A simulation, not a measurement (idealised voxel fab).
Process module under the name voxel air gaps
The figure presents cross-section cut, which has a width of 215 nm and is divided into square cells with an edge length of 5 nm.
Cross-section spec: square-cell grid; bands listed top down; each band is one or more rows. A band entry consists of two parts. The first gives the height of the band's top and the height of its bottom, in nm. The rest lists the band's materials from left to right, each with its width in nm. A single material labelled with the word "full width" fills the band from edge to edge, and the word "air" marks empty space. Measure heights from 0. That's the level where, below it, the as-received wafer is all one material. The lowest band is bottomless and extends downward; write it as in "z 0 and below". It should be noted that a width expressed as "30 to 40" varies in equal increments from row to row of cells within the band, taking the value of the first number at the top row and that of the second number at the bottom row. Key: "stayed the same" - step with no changed cell in the cross-section. Basically, "Completely sealed voids" tells you about the enclosed voids: empty spaces with no open way to the top, 8 cells or bigger, each written width x height at distance, where distance is from the left edge, all in nm. Past the settings on a step's line: simulator remark, on that step. The line of a step may include "overlay nm". On a step with a mask, this value is how far to the right of its planned place the mask lay. A negative value means the mask lay to the left.

The following list gives the planned process steps
1) RECEIVE, material Si
2) CONFORMAL_DEP, material SiO2, thk nm 15
3) CONFORMAL_DEP, material SiCN, thk nm 5
4) DIRECTIONAL_DEP, material SiO2, thk nm 35
5) DIRECTIONAL_DEP, material aC, thk nm 15
6) PATTERN, tone open, mask id LINES, material resist, width nm 25, pitch nm 50, thk nm 30, overlay nm 0
7) DIRECTIONAL_ETCH, etch materials aC, depth nm 15
8) STRIP, etch materials resist
9) DIRECTIONAL_ETCH, etch materials SiO2, depth nm 35
10) STRIP, etch materials aC
11) CONFORMAL_DEP, material TiN, thk nm 5
12) FILL_DEP, material W, thk nm 5
13) CMP, height nm 55
14) EPI, material Ru, thk nm 10
15) SELECTIVE_ETCH, etch materials SiO2, depth nm 45
16) CONFORMAL_DEP, material SiCN, thk nm 5

The cross-section here shows the wafer as received, i.e. in its state after step 1
    z 0 and below = Si full width
    Completely sealed voids: none

Cross-section, end of module. Start: as above. Plan: as above. Execution: one mistake
    z 70 to 65 = 30 air, 155 SiCN, 30 air
    z 65 to 55 = 30 air, 5 SiCN, 45 Ru, 5 SiCN, 45 Ru, 5 SiCN, 45 Ru, 5 SiCN, 30 air
    z 55 to 50 = 30 air, 15 SiCN, 5 TiN, 15 W, 5 TiN, 25 SiCN, 5 TiN, 15 W, 5 TiN, 25 SiCN, 5 TiN, 15 W, 5 TiN, 15 SiCN, 30 air
    z 50 to 35 = 40 air, 5 SiCN, 5 TiN, 15 W, 5 TiN, 5 SiCN, 15 air, 5 SiCN, 5 TiN, 15 W, 5 TiN, 5 SiCN, 15 air, 5 SiCN, 5 TiN, 15 W, 5 TiN, 5 SiCN, 40 air
    z 35 to 30 = 45 SiCN, 25 TiN, 25 SiCN, 25 TiN, 25 SiCN, 25 TiN, 45 SiCN
    z 30 to 25 = SiCN full width
    z 25 to 0 = SiO2 full width
    z 0 and below = Si full width
    Completely sealed voids: 15 x 15 at 75; 15 x 15 at 125
Against the plan, the run slipped here: rather than as planned, step 2 actually ran as CONFORMAL_DEP, material SiO2, thk nm 25
